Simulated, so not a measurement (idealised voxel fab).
process module | voxel tone inversion
cross-section cut | 185 nm wide | cells 5 nm
A cross-section is a grid of square cells, given in bands from the top down. A band is one or more rows of cells.
Each band's line starts with the height of the band's top and of its bottom, in nm. Then come its materials from left to right, each with its width in nm. One material with "throughout" fills the band from edge to edge. "air" is empty space.
Height 0 is the level under which the wafer as received is all one material. The lowest band goes on downwards, as in "0 down".
A width such as "30 to 40" changes by the same amount from each row of cells to the next, from the band's top row to its bottom row.
"no change" after a step means that no cell of the cross-section changed.
closed voids: empty space of 8 cells or more with no open way to the top, each as width x height at its distance from the left edge, in nm
after a step's settings: what the simulator itself notes on the step
overlay nm, on a step with a mask: how far to the right of its planned place the mask lay; to the left if negative
plan
1 op RECEIVE | material Si
2 op CONFORMAL_DEP | material SiCN | thk nm 10
3 op DIRECTIONAL_DEP | material aC | thk nm 15
4 op PATTERN | tone cover | mask id POSTS | material resist | width nm 20 | pitch nm 50 | thk nm 20 | overlay nm 0
5 op DIRECTIONAL_ETCH | etch materials aC | depth nm 15
6 op STRIP | etch materials resist
7 op FILL_DEP | material lowk | thk nm 10
8 op CMP | height nm 25
9 op STRIP | etch materials aC
10 op CONFORMAL_DEP | material TiN | thk nm 5
11 op FILL_DEP | material W | thk nm 5
12 op CMP | height nm 25
13 op CONFORMAL_DEP | material SiCN | thk nm 5
first wafer, as planned
as received, after step 1
  0 down: Si throughout
  closed voids: none
after step 2
  10 to 0: SiCN throughout
  below 0: unchanged
after step 3
  25 to 10: aC throughout
  below 10: unchanged
after step 4
  45 to 25: air 55 | resist 20 | air 30 | resist 20 | air 60
  below 25: unchanged
after step 5
  30 to 25: air 55 | resist 20 | air 30 | resist 20 | air 60
  25 to 10: air 55 | aC 20 | air 30 | aC 20 | air 60
  below 10: unchanged
after step 6
  25 to 10: air 55 | aC 20 | air 30 | aC 20 | air 60
  below 10: unchanged
after step 7
  35 to 25: lowk throughout
  25 to 10: lowk 55 | aC 20 | lowk 30 | aC 20 | lowk 60
  below 10: unchanged
after step 8
  25 to 10: lowk 55 | aC 20 | lowk 30 | aC 20 | lowk 60
  below 10: unchanged
after step 9
  25 to 10: lowk 55 | air 20 | lowk 30 | air 20 | lowk 60
  below 10: unchanged
after step 10
  30 to 25: TiN 60 | air 10 | TiN 40 | air 10 | TiN 65
  25 to 15: lowk 55 | TiN 5 | air 10 | TiN 5 | lowk 30 | TiN 5 | air 10 | TiN 5 | lowk 60
  15 to 10: lowk 55 | TiN 20 | lowk 30 | TiN 20 | lowk 60
  below 10: unchanged
after step 11
  35 to 30: W throughout
  30 to 25: TiN 60 | W 10 | TiN 40 | W 10 | TiN 65
  25 to 15: lowk 55 | TiN 5 | W 10 | TiN 5 | lowk 30 | TiN 5 | W 10 | TiN 5 | lowk 60
  below 15: unchanged
after step 12
  25 to 15: lowk 55 | TiN 5 | W 10 | TiN 5 | lowk 30 | TiN 5 | W 10 | TiN 5 | lowk 60
  below 15: unchanged
after step 13
  30 to 25: SiCN throughout
  below 25: unchanged
second wafer: like start, like plan, one mistake. Through step 1 it matches the first wafer
when step 2 should have ended
  15 to 0: aC throughout
  below 0: unchanged
when step 3 should have ended
  25 to 15: SiCN throughout
  below 15: unchanged
when step 4 should have ended
  45 to 25: air 55 | resist 20 | air 30 | resist 20 | air 60
  below 25: unchanged
when step 5 should have ended
  30 to 25: air 55 | resist 20 | air 30 | resist 20 | air 60
  below 25: unchanged
when step 6 should have ended
  25 to 15: SiCN throughout
  below 15: unchanged
when step 7 should have ended
  35 to 25: lowk throughout
  below 25: unchanged
when step 8 should have ended
  25 to 15: SiCN throughout
  below 15: unchanged
when step 9 should have ended: no change
when step 10 should have ended
  30 to 25: TiN throughout
  below 25: unchanged
when step 11 should have ended
  35 to 30: W throughout
  below 30: unchanged
when step 12 should have ended
  25 to 15: SiCN throughout
  below 15: unchanged
when step 13 should have ended
  30 to 15: SiCN throughout
  below 15: unchanged
what went wrong: steps 2 and 3 were swapped
at the end the second wafer has, in cells: 16 fewer of TiN | 8 fewer of W | 111 more of aC | 87 fewer of lowk
